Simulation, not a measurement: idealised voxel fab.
You're looking at the process module voxel transistor to metal.
cross-section cut | 205 nm wide | cells 5 nm
Each cross-section below is a grid of square cells, stated as bands in top-down order, with one or more rows of cells making up each band. What a band's entry tells you: where the top is and where the bottom is, as heights in nm, and after that what lies inside, material by material from left to right, each with its width in nm. Empty space is written as the word "empty", and a single material marked with the word "all across" occupies the band from edge to edge. Ref level 0: as-received wafer is one material below here. Bottom band extends down with no lower bound ("0..down"). The width entry "30->40" should be interpreted row by row: the top row of cells in the band takes the first number, the bottom row takes the second number, and the change between adjacent rows is uniform throughout. Where the words "remained the same" appear for a step, the cross-section shows no cell changed by that step; every cell remained as before. "Closed internal cavities" contains a list of empty spaces, each no smaller than 8 cells and without an open way to the top, written in the form width x height at distance with the distance from the left edge and all three in nm. Post-settings text on a step line: simulator's own remark regarding the step. overlay nm: mask right of planned place by this much (step with mask). Neg. = left.
## Set out below are the planned steps of the process
1,RECEIVE | material Si
2,OXIDIZE | depth nm 5
3,CONFORMAL_DEP | material SiN | thk nm 15
4,DIRECTIONAL_DEP | material aC | thk nm 10
5,PATTERN | tone cover | mask id ACTIVE | material resist | width nm 105 | thk nm 25 | overlay nm 0
6,DIRECTIONAL_ETCH | etch materials aC | depth nm 10
7,STRIP | etch materials resist
8,DIRECTIONAL_ETCH | etch materials SiN | depth nm 15
9,DIRECTIONAL_ETCH | etch materials SiO2 | depth nm 5
10,DIRECTIONAL_ETCH | etch materials Si | depth nm 35
11,STRIP | etch materials aC
12,FILL_DEP | material SiO2 | thk nm 15
13,CMP | height nm 15
14,SELECTIVE_ETCH | etch materials SiO2 | depth nm 10
15,STRIP | etch materials SiN
16,SELECTIVE_ETCH | etch materials SiO2 | depth nm 5
17,OXIDIZE | depth nm 5
18,DIRECTIONAL_DEP | material polySi | thk nm 20
19,DIRECTIONAL_DEP | material SiCN | thk nm 15
20,MASKED_ETCH | tone cover | mask id GATE | width nm 25 | etch materials SiCN | depth nm 25 | overlay nm 0
21,MASKED_ETCH | tone cover | mask id GATE | width nm 25 | etch materials polySi | depth nm 30 | overlay nm 0
22,CONFORMAL_DEP | material SiN | thk nm 10
23,DIRECTIONAL_ETCH | etch materials SiN | depth nm 10
24,DIRECTIONAL_ETCH | etch materials SiO2 | depth nm 5
25,DIRECTIONAL_ETCH | etch materials Si | depth nm 15
26,EPI | material pSi | thk nm 15
27,FILL_DEP | material SiO2 | thk nm 10
28,CMP | height nm 15
29,STRIP | etch materials polySi
30,SELECTIVE_ETCH | etch materials SiO2 | depth nm 5
31,CONFORMAL_DEP | material HfO2 | thk nm 5
32,CONFORMAL_DEP | material TiN | thk nm 5
33,FILL_DEP | material W | thk nm 5
34,CMP | height nm 10
35,DIRECTIONAL_DEP | material SiO2 | thk nm 15
36,MASKED_ETCH | tone open | mask id CONTACT | width nm 15 | pitch nm 80 | etch materials SiO2 | depth nm 20 | overlay nm 0
37,CONFORMAL_DEP | material TiN | thk nm 5
38,FILL_DEP | material W | thk nm 5
39,CMP | height nm 25
40,CONFORMAL_DEP | material SiCN | thk nm 5
41,DIRECTIONAL_DEP | material SiO2 | thk nm 25
42,DIRECTIONAL_DEP | material aC | thk nm 10
43,PATTERN | tone open | mask id METAL_1 | material resist | width nm 15 | pitch nm 80 | thk nm 30 | overlay nm 0
44,DIRECTIONAL_ETCH | etch materials aC | depth nm 10
45,STRIP | etch materials resist
46,DIRECTIONAL_ETCH | etch materials SiO2 | depth nm 25
47,DIRECTIONAL_ETCH | etch materials SiCN | depth nm 5
48,STRIP | etch materials aC
49,CONFORMAL_DEP | material TiN | thk nm 5
50,FILL_DEP | material W | thk nm 5
51,CMP | height nm 55
52,EPI | material Ru | thk nm 5
53,FILL_DEP | material SiCN | thk nm 5
## Account of the first of two wafers, which was processed as intended
## This is the cross-section of the wafer as we received it, i.e. after step 1
    0..down | Si all across
    Closed internal cavities: none
## The wafer in cross-section once step 2 is complete
    0..-5 | SiO2 all across
    Below a height of -5, the structure has not been altered.
## The wafer in cross-section once step 3 is complete
    15..0 | SiN all across
    Below a height of 0, the structure has not been altered.
## The wafer in cross-section once step 4 is complete
    25..15 | aC all across
    Below a height of 15, the structure has not been altered.
## The wafer in cross-section once step 5 is complete
    50..25 | empty (50) / resist (105) / empty (50)
    Below a height of 25, the structure has not been altered.
## The wafer in cross-section once step 6 is complete
    40..25 | empty (50) / resist (105) / empty (50)
    25..15 | empty (50) / aC (105) / empty (50)
    Below a height of 15, the structure has not been altered.
## The wafer in cross-section once step 7 is complete
    25..15 | empty (50) / aC (105) / empty (50)
    Below a height of 15, the structure has not been altered.
## The wafer in cross-section once step 8 is complete
    25..15 | empty (50) / aC (105) / empty (50)
    15..0 | empty (50) / SiN (105) / empty (50)
    Below a height of 0, the structure has not been altered.
## The wafer in cross-section once step 9 is complete
    25..15 | empty (50) / aC (105) / empty (50)
    15..0 | empty (50) / SiN (105) / empty (50)
    0..-5 | empty (50) / SiO2 (105) / empty (50)
    Below a height of -5, the structure has not been altered.
## The wafer in cross-section once step 10 is complete
    25..15 | empty (50) / aC (105) / empty (50)
    15..0 | empty (50) / SiN (105) / empty (50)
    0..-5 | empty (50) / SiO2 (105) / empty (50)
    -5..-40 | empty (50) / Si (105) / empty (50)
    Below a height of -40, the structure has not been altered.
## The wafer in cross-section once step 11 is complete
    15..0 | empty (50) / SiN (105) / empty (50)
    Below a height of 0, the structure has not been altered.
## The wafer in cross-section once step 12 is complete
    30..15 | SiO2 all across
    15..0 | SiO2 (50) / SiN (105) / SiO2 (50)
    0..-5 | SiO2 all across
    -5..-40 | SiO2 (50) / Si (105) / SiO2 (50)
    Below a height of -40, the structure has not been altered.
## The wafer in cross-section once step 13 is complete
    15..0 | SiO2 (50) / SiN (105) / SiO2 (50)
    Below a height of 0, the structure has not been altered.
## The wafer in cross-section once step 14 is complete
    15..5 | empty (50) / SiN (105) / empty (50)
    Below a height of 5, the structure has not been altered.
## The wafer in cross-section once step 15 is complete
    5..0 | SiO2 (50) / empty (105) / SiO2 (50)
    Below a height of 0, the structure has not been altered.
## The wafer in cross-section once step 16 is complete
    0..-5 | SiO2 (45) / empty (115) / SiO2 (45)
    Below a height of -5, the structure has not been altered.
## The wafer in cross-section once step 17 is complete
    0..-5 | SiO2 (45) / empty (115) / SiO2 (45)
    -5..-10 | SiO2 all across
    Below a height of -10, the structure has not been altered.
## The wafer in cross-section once step 18 is complete
    20..15 | polySi (45) / empty (115) / polySi (45)
    15..0 | polySi all across
    0..-5 | SiO2 (45) / polySi (115) / SiO2 (45)
    Below a height of -5, the structure has not been altered.
## The wafer in cross-section once step 19 is complete
    35..30 | SiCN (45) / empty (115) / SiCN (45)
    30..20 | SiCN all across
    20..15 | polySi (45) / SiCN (115) / polySi (45)
    Below a height of 15, the structure has not been altered.
## The wafer in cross-section once step 20 is complete
    30..20 | empty (90) / SiCN (25) / empty (90)
    20..15 | polySi (45) / empty (45) / SiCN (25) / empty (45) / polySi (45)
    Below a height of 15, the structure has not been altered.
## The wafer in cross-section once step 21 is complete
    30..15 | empty (90) / SiCN (25) / empty (90)
    15..0 | empty (90) / polySi (25) / empty (90)
    0..-5 | SiO2 (45) / empty (45) / polySi (25) / empty (45) / SiO2 (45)
    Below a height of -5, the structure has not been altered.
## The wafer in cross-section once step 22 is complete
    40..30 | empty (80) / SiN (45) / empty (80)
    30..15 | empty (80) / SiN (10) / SiCN (25) / SiN (10) / empty (80)
    15..10 | empty (80) / SiN (10) / polySi (25) / SiN (10) / empty (80)
    10..5 | SiN (55) / empty (25) / SiN (10) / polySi (25) / SiN (10) / empty (25) / SiN (55)
    5..0 | SiN (90) / polySi (25) / SiN (90)
    0..-5 | SiO2 (45) / SiN (45) / polySi (25) / SiN (45) / SiO2 (45)
    Below a height of -5, the structure has not been altered.
## The wafer in cross-section once step 23 is complete
    30..15 | empty (80) / SiN (10) / SiCN (25) / SiN (10) / empty (80)
    15..0 | empty (80) / SiN (10) / polySi (25) / SiN (10) / empty (80)
    0..-5 | SiO2 (45) / SiN (10) / empty (25) / SiN (10) / polySi (25) / SiN (10) / empty (25) / SiN (10) / SiO2 (45)
    Below a height of -5, the structure has not been altered.
## The wafer in cross-section once step 24 is complete
    30..15 | empty (80) / SiN (10) / SiCN (25) / SiN (10) / empty (80)
    15..0 | empty (80) / SiN (10) / polySi (25) / SiN (10) / empty (80)
    0..-5 | empty (45) / SiN (10) / empty (25) / SiN (10) / polySi (25) / SiN (10) / empty (25) / SiN (10) / empty (45)
    -5..-10 | SiO2 (55) / empty (25) / SiO2 (45) / empty (25) / SiO2 (55)
    Below a height of -10, the structure has not been altered.
## The wafer in cross-section once step 25 is complete
    30..15 | empty (80) / SiN (10) / SiCN (25) / SiN (10) / empty (80)
    15..0 | empty (80) / SiN (10) / polySi (25) / SiN (10) / empty (80)
    0..-5 | empty (45) / SiN (10) / empty (25) / SiN (10) / polySi (25) / SiN (10) / empty (25) / SiN (10) / empty (45)
    -5..-10 | SiO2 (55) / empty (25) / SiO2 (45) / empty (25) / SiO2 (55)
    -10..-25 | SiO2 (50) / Si (5) / empty (25) / Si (45) / empty (25) / Si (5) / SiO2 (50)
    Below a height of -25, the structure has not been altered.
## The wafer in cross-section once step 26 is complete
    30..15 | empty (80) / SiN (10) / SiCN (25) / SiN (10) / empty (80)
    15..5 | empty (80) / SiN (10) / polySi (25) / SiN (10) / empty (80)
    5..0 | empty (50) / pSi (30) / SiN (10) / polySi (25) / SiN (10) / pSi (30) / empty (50)
    0..-5 | empty (45) / SiN (10) / pSi (25) / SiN (10) / polySi (25) / SiN (10) / pSi (25) / SiN (10) / empty (45)
    -5..-10 | SiO2 (55) / pSi (25) / SiO2 (45) / pSi (25) / SiO2 (55)
    -10..-25 | SiO2 (50) / Si (5) / pSi (25) / Si (45) / pSi (25) / Si (5) / SiO2 (50)
    Below a height of -25, the structure has not been altered.
## The wafer in cross-section once step 27 is complete
    40..30 | SiO2 all across
    30..15 | SiO2 (80) / SiN (10) / SiCN (25) / SiN (10) / SiO2 (80)
    15..5 | SiO2 (80) / SiN (10) / polySi (25) / SiN (10) / SiO2 (80)
    5..0 | SiO2 (50) / pSi (30) / SiN (10) / polySi (25) / SiN (10) / pSi (30) / SiO2 (50)
    0..-5 | SiO2 (45) / SiN (10) / pSi (25) / SiN (10) / polySi (25) / SiN (10) / pSi (25) / SiN (10) / SiO2 (45)
    Below a height of -5, the structure has not been altered.
## The wafer in cross-section once step 28 is complete
    15..5 | SiO2 (80) / SiN (10) / polySi (25) / SiN (10) / SiO2 (80)
    Below a height of 5, the structure has not been altered.
## The wafer in cross-section once step 29 is complete
    15..5 | SiO2 (80) / SiN (10) / empty (25) / SiN (10) / SiO2 (80)
    5..0 | SiO2 (50) / pSi (30) / SiN (10) / empty (25) / SiN (10) / pSi (30) / SiO2 (50)
    0..-5 | SiO2 (45) / SiN (10) / pSi (25) / SiN (10) / empty (25) / SiN (10) / pSi (25) / SiN (10) / SiO2 (45)
    Below a height of -5, the structure has not been altered.
## The wafer in cross-section once step 30 is complete
    15..10 | empty (80) / SiN (10) / empty (25) / SiN (10) / empty (80)
    10..5 | SiO2 (80) / SiN (10) / empty (25) / SiN (10) / SiO2 (80)
    5..0 | SiO2 (50) / pSi (30) / SiN (10) / empty (25) / SiN (10) / pSi (30) / SiO2 (50)
    0..-5 | SiO2 (45) / SiN (10) / pSi (25) / SiN (10) / empty (25) / SiN (10) / pSi (25) / SiN (10) / SiO2 (45)
    -5..-10 | SiO2 (55) / pSi (25) / SiO2 (5) / empty (35) / SiO2 (5) / pSi (25) / SiO2 (55)
    Below a height of -10, the structure has not been altered.
## The wafer in cross-section once step 31 is complete
    20..15 | empty (75) / HfO2 (20) / empty (15) / HfO2 (20) / empty (75)
    15..10 | HfO2 (80) / SiN (10) / HfO2 (5) / empty (15) / HfO2 (5) / SiN (10) / HfO2 (80)
    10..5 | SiO2 (80) / SiN (10) / HfO2 (5) / empty (15) / HfO2 (5) / SiN (10) / SiO2 (80)
    5..0 | SiO2 (50) / pSi (30) / SiN (10) / HfO2 (5) / empty (15) / HfO2 (5) / SiN (10) / pSi (30) / SiO2 (50)
    0..-5 | SiO2 (45) / SiN (10) / pSi (25) / SiN (10) / HfO2 (5) / empty (15) / HfO2 (5) / SiN (10) / pSi (25) / SiN (10) / SiO2 (45)
    -5..-10 | SiO2 (55) / pSi (25) / SiO2 (5) / HfO2 (35) / SiO2 (5) / pSi (25) / SiO2 (55)
    Below a height of -10, the structure has not been altered.
## The wafer in cross-section once step 32 is complete
    25..20 | empty (70) / TiN (30) / empty (5) / TiN (30) / empty (70)
    20..15 | TiN (75) / HfO2 (20) / TiN (5) / empty (5) / TiN (5) / HfO2 (20) / TiN (75)
    15..10 | HfO2 (80) / SiN (10) / HfO2 (5) / TiN (5) / empty (5) / TiN (5) / HfO2 (5) / SiN (10) / HfO2 (80)
    10..5 | SiO2 (80) / SiN (10) / HfO2 (5) / TiN (5) / empty (5) / TiN (5) / HfO2 (5) / SiN (10) / SiO2 (80)
    5..0 | SiO2 (50) / pSi (30) / SiN (10) / HfO2 (5) / TiN (5) / empty (5) / TiN (5) / HfO2 (5) / SiN (10) / pSi (30) / SiO2 (50)
    0..-5 | SiO2 (45) / SiN (10) / pSi (25) / SiN (10) / HfO2 (5) / TiN (15) / HfO2 (5) / SiN (10) / pSi (25) / SiN (10) / SiO2 (45)
    Below a height of -5, the structure has not been altered.
## The wafer in cross-section once step 33 is complete
    30..25 | W all across
    25..20 | W (70) / TiN (30) / W (5) / TiN (30) / W (70)
    20..15 | TiN (75) / HfO2 (20) / TiN (5) / W (5) / TiN (5) / HfO2 (20) / TiN (75)
    15..10 | HfO2 (80) / SiN (10) / HfO2 (5) / TiN (5) / W (5) / TiN (5) / HfO2 (5) / SiN (10) / HfO2 (80)
    10..5 | SiO2 (80) / SiN (10) / HfO2 (5) / TiN (5) / W (5) / TiN (5) / HfO2 (5) / SiN (10) / SiO2 (80)
    5..0 | SiO2 (50) / pSi (30) / SiN (10) / HfO2 (5) / TiN (5) / W (5) / TiN (5) / HfO2 (5) / SiN (10) / pSi (30) / SiO2 (50)
    Below a height of 0, the structure has not been altered.
## The wafer in cross-section once step 34 is complete
    10..5 | SiO2 (80) / SiN (10) / HfO2 (5) / TiN (5) / W (5) / TiN (5) / HfO2 (5) / SiN (10) / SiO2 (80)
    Below a height of 5, the structure has not been altered.
## The wafer in cross-section once step 35 is complete
    25..10 | SiO2 all across
    Below a height of 10, the structure has not been altered.
## The wafer in cross-section once step 36 is complete
    25..10 | SiO2 (55) / empty (15) / SiO2 (65) / empty (15) / SiO2 (55)
    10..5 | SiO2 (55) / empty (15) / SiO2 (10) / SiN (10) / HfO2 (5) / TiN (5) / W (5) / TiN (5) / HfO2 (5) / SiN (10) / SiO2 (10) / empty (15) / SiO2 (55)
    Below a height of 5, the structure has not been altered.
## The wafer in cross-section once step 37 is complete
    30..25 | TiN (60) / empty (5) / TiN (75) / empty (5) / TiN (60)
    25..10 | SiO2 (55) / TiN (5) / empty (5) / TiN (5) / SiO2 (65) / TiN (5) / empty (5) / TiN (5) / SiO2 (55)
    10..5 | SiO2 (55) / TiN (15) / SiO2 (10) / SiN (10) / HfO2 (5) / TiN (5) / W (5) / TiN (5) / HfO2 (5) / SiN (10) / SiO2 (10) / TiN (15) / SiO2 (55)
    Below a height of 5, the structure has not been altered.
## The wafer in cross-section once step 38 is complete
    35..30 | W all across
    30..25 | TiN (60) / W (5) / TiN (75) / W (5) / TiN (60)
    25..10 | SiO2 (55) / TiN (5) / W (5) / TiN (5) / SiO2 (65) / TiN (5) / W (5) / TiN (5) / SiO2 (55)
    Below a height of 10, the structure has not been altered.
## The wafer in cross-section once step 39 is complete
    25..10 | SiO2 (55) / TiN (5) / W (5) / TiN (5) / SiO2 (65) / TiN (5) / W (5) / TiN (5) / SiO2 (55)
    Below a height of 10, the structure has not been altered.
## The wafer in cross-section once step 40 is complete
    30..25 | SiCN all across
    Below a height of 25, the structure has not been altered.
## The wafer in cross-section once step 41 is complete
    55..30 | SiO2 all across
    Below a height of 30, the structure has not been altered.
## The wafer in cross-section once step 42 is complete
    65..55 | aC all across
    Below a height of 55, the structure has not been altered.
## The wafer in cross-section once step 43 is complete
    95..65 | resist (55) / empty (15) / resist (65) / empty (15) / resist (55)
    Below a height of 65, the structure has not been altered.
## The wafer in cross-section once step 44 is complete
    85..65 | resist (55) / empty (15) / resist (65) / empty (15) / resist (55)
    65..55 | aC (55) / empty (15) / aC (65) / empty (15) / aC (55)
    Below a height of 55, the structure has not been altered.
## The wafer in cross-section once step 45 is complete
    65..55 | aC (55) / empty (15) / aC (65) / empty (15) / aC (55)
    Below a height of 55, the structure has not been altered.
## The wafer in cross-section once step 46 is complete
    65..55 | aC (55) / empty (15) / aC (65) / empty (15) / aC (55)
    55..30 | SiO2 (55) / empty (15) / SiO2 (65) / empty (15) / SiO2 (55)
    Below a height of 30, the structure has not been altered.
## The wafer in cross-section once step 47 is complete
    65..55 | aC (55) / empty (15) / aC (65) / empty (15) / aC (55)
    55..30 | SiO2 (55) / empty (15) / SiO2 (65) / empty (15) / SiO2 (55)
    30..25 | SiCN (55) / empty (15) / SiCN (65) / empty (15) / SiCN (55)
    Below a height of 25, the structure has not been altered.
## The wafer in cross-section once step 48 is complete
    55..30 | SiO2 (55) / empty (15) / SiO2 (65) / empty (15) / SiO2 (55)
    Below a height of 30, the structure has not been altered.
## The wafer in cross-section once step 49 is complete
    60..55 | TiN (60) / empty (5) / TiN (75) / empty (5) / TiN (60)
    55..30 | SiO2 (55) / TiN (5) / empty (5) / TiN (5) / SiO2 (65) / TiN (5) / empty (5) / TiN (5) / SiO2 (55)
    30..25 | SiCN (55) / TiN (15) / SiCN (65) / TiN (15) / SiCN (55)
    Below a height of 25, the structure has not been altered.
## The wafer in cross-section once step 50 is complete
    65..60 | W all across
    60..55 | TiN (60) / W (5) / TiN (75) / W (5) / TiN (60)
    55..30 | SiO2 (55) / TiN (5) / W (5) / TiN (5) / SiO2 (65) / TiN (5) / W (5) / TiN (5) / SiO2 (55)
    Below a height of 30, the structure has not been altered.
## The wafer in cross-section once step 51 is complete
    55..30 | SiO2 (55) / TiN (5) / W (5) / TiN (5) / SiO2 (65) / TiN (5) / W (5) / TiN (5) / SiO2 (55)
    Below a height of 30, the structure has not been altered.
## The wafer in cross-section once step 52 is complete
    60..55 | empty (50) / Ru (25) / empty (55) / Ru (25) / empty (50)
    Below a height of 55, the structure has not been altered.
## The wafer in cross-section once step 53 is complete
    65..60 | SiCN all across
    60..55 | SiCN (50) / Ru (25) / SiCN (55) / Ru (25) / SiCN (50)
    Below a height of 55, the structure has not been altered.
## For the second wafer, take the first wafer's start and plan, then add one mistake made in running it; everything through step 35, that step included, is shared with the first
## Second wafer, cut view, end of step 36 per plan
    25..10 | empty (55) / SiO2 (15) / empty (65) / SiO2 (15) / empty (55)
    10..5 | empty (55) / SiO2 (15) / empty (10) / SiN (10) / HfO2 (5) / TiN (5) / W (5) / TiN (5) / HfO2 (5) / SiN (10) / empty (10) / SiO2 (15) / empty (55)
    Below a height of 5, the structure has not been altered.
## Second wafer, cut view, end of step 37 per plan
    30..25 | empty (50) / TiN (25) / empty (55) / TiN (25) / empty (50)
    25..15 | empty (50) / TiN (5) / SiO2 (15) / TiN (5) / empty (55) / TiN (5) / SiO2 (15) / TiN (5) / empty (50)
    15..10 | empty (50) / TiN (5) / SiO2 (15) / TiN (65) / SiO2 (15) / TiN (5) / empty (50)
    10..5 | TiN (55) / SiO2 (15) / TiN (10) / SiN (10) / HfO2 (5) / TiN (5) / W (5) / TiN (5) / HfO2 (5) / SiN (10) / TiN (10) / SiO2 (15) / TiN (55)
    Below a height of 5, the structure has not been altered.
## Second wafer, cut view, end of step 38 per plan
    35..30 | W all across
    30..25 | W (50) / TiN (25) / W (55) / TiN (25) / W (50)
    25..15 | W (50) / TiN (5) / SiO2 (15) / TiN (5) / W (55) / TiN (5) / SiO2 (15) / TiN (5) / W (50)
    15..10 | W (50) / TiN (5) / SiO2 (15) / TiN (65) / SiO2 (15) / TiN (5) / W (50)
    Below a height of 10, the structure has not been altered.
## Second wafer, cut view, end of step 39 per plan
    25..15 | W (50) / TiN (5) / SiO2 (15) / TiN (5) / W (55) / TiN (5) / SiO2 (15) / TiN (5) / W (50)
    Below a height of 15, the structure has not been altered.
## Second wafer, cut view, end of step 40 per plan
    30..25 | SiCN all across
    Below a height of 25, the structure has not been altered.
## Second wafer, cut view, end of step 41 per plan
    55..30 | SiO2 all across
    Below a height of 30, the structure has not been altered.
## Second wafer, cut view, end of step 42 per plan
    65..55 | aC all across
    Below a height of 55, the structure has not been altered.
## Second wafer, cut view, end of step 43 per plan
    95..65 | resist (55) / empty (15) / resist (65) / empty (15) / resist (55)
    Below a height of 65, the structure has not been altered.
## Second wafer, cut view, end of step 44 per plan
    85..65 | resist (55) / empty (15) / resist (65) / empty (15) / resist (55)
    65..55 | aC (55) / empty (15) / aC (65) / empty (15) / aC (55)
    Below a height of 55, the structure has not been altered.
## Second wafer, cut view, end of step 45 per plan
    65..55 | aC (55) / empty (15) / aC (65) / empty (15) / aC (55)
    Below a height of 55, the structure has not been altered.
## Second wafer, cut view, end of step 46 per plan
    65..55 | aC (55) / empty (15) / aC (65) / empty (15) / aC (55)
    55..30 | SiO2 (55) / empty (15) / SiO2 (65) / empty (15) / SiO2 (55)
    Below a height of 30, the structure has not been altered.
## Second wafer, cut view, end of step 47 per plan
    65..55 | aC (55) / empty (15) / aC (65) / empty (15) / aC (55)
    55..30 | SiO2 (55) / empty (15) / SiO2 (65) / empty (15) / SiO2 (55)
    30..25 | SiCN (55) / empty (15) / SiCN (65) / empty (15) / SiCN (55)
    Below a height of 25, the structure has not been altered.
## Second wafer, cut view, end of step 48 per plan
    55..30 | SiO2 (55) / empty (15) / SiO2 (65) / empty (15) / SiO2 (55)
    Below a height of 30, the structure has not been altered.
## Second wafer, cut view, end of step 49 per plan
    60..55 | TiN (60) / empty (5) / TiN (75) / empty (5) / TiN (60)
    55..30 | SiO2 (55) / TiN (5) / empty (5) / TiN (5) / SiO2 (65) / TiN (5) / empty (5) / TiN (5) / SiO2 (55)
    30..25 | SiCN (55) / TiN (15) / SiCN (65) / TiN (15) / SiCN (55)
    Below a height of 25, the structure has not been altered.
## Second wafer, cut view, end of step 50 per plan
    65..60 | W all across
    60..55 | TiN (60) / W (5) / TiN (75) / W (5) / TiN (60)
    55..30 | SiO2 (55) / TiN (5) / W (5) / TiN (5) / SiO2 (65) / TiN (5) / W (5) / TiN (5) / SiO2 (55)
    Below a height of 30, the structure has not been altered.
## Second wafer, cut view, end of step 51 per plan
    55..30 | SiO2 (55) / TiN (5) / W (5) / TiN (5) / SiO2 (65) / TiN (5) / W (5) / TiN (5) / SiO2 (55)
    Below a height of 30, the structure has not been altered.
## Second wafer, cut view, end of step 52 per plan
    60..55 | empty (50) / Ru (25) / empty (55) / Ru (25) / empty (50)
    Below a height of 55, the structure has not been altered.
## Second wafer, cut view, end of step 53 per plan
    65..60 | SiCN all across
    60..55 | SiCN (50) / Ru (25) / SiCN (55) / Ru (25) / SiCN (50)
    Below a height of 55, the structure has not been altered.
Where did the run depart from the plan? not per plan at step 36, really ran MASKED_ETCH | tone cover | mask id CONTACT | width nm 15 | pitch nm 80 | etch materials SiO2 | depth nm 20 | overlay nm 0
End of process, cell counts, second wafer against first, materials with more or fewer: SiO2: 107 fewer, TiN: 31 more, W: 76 more
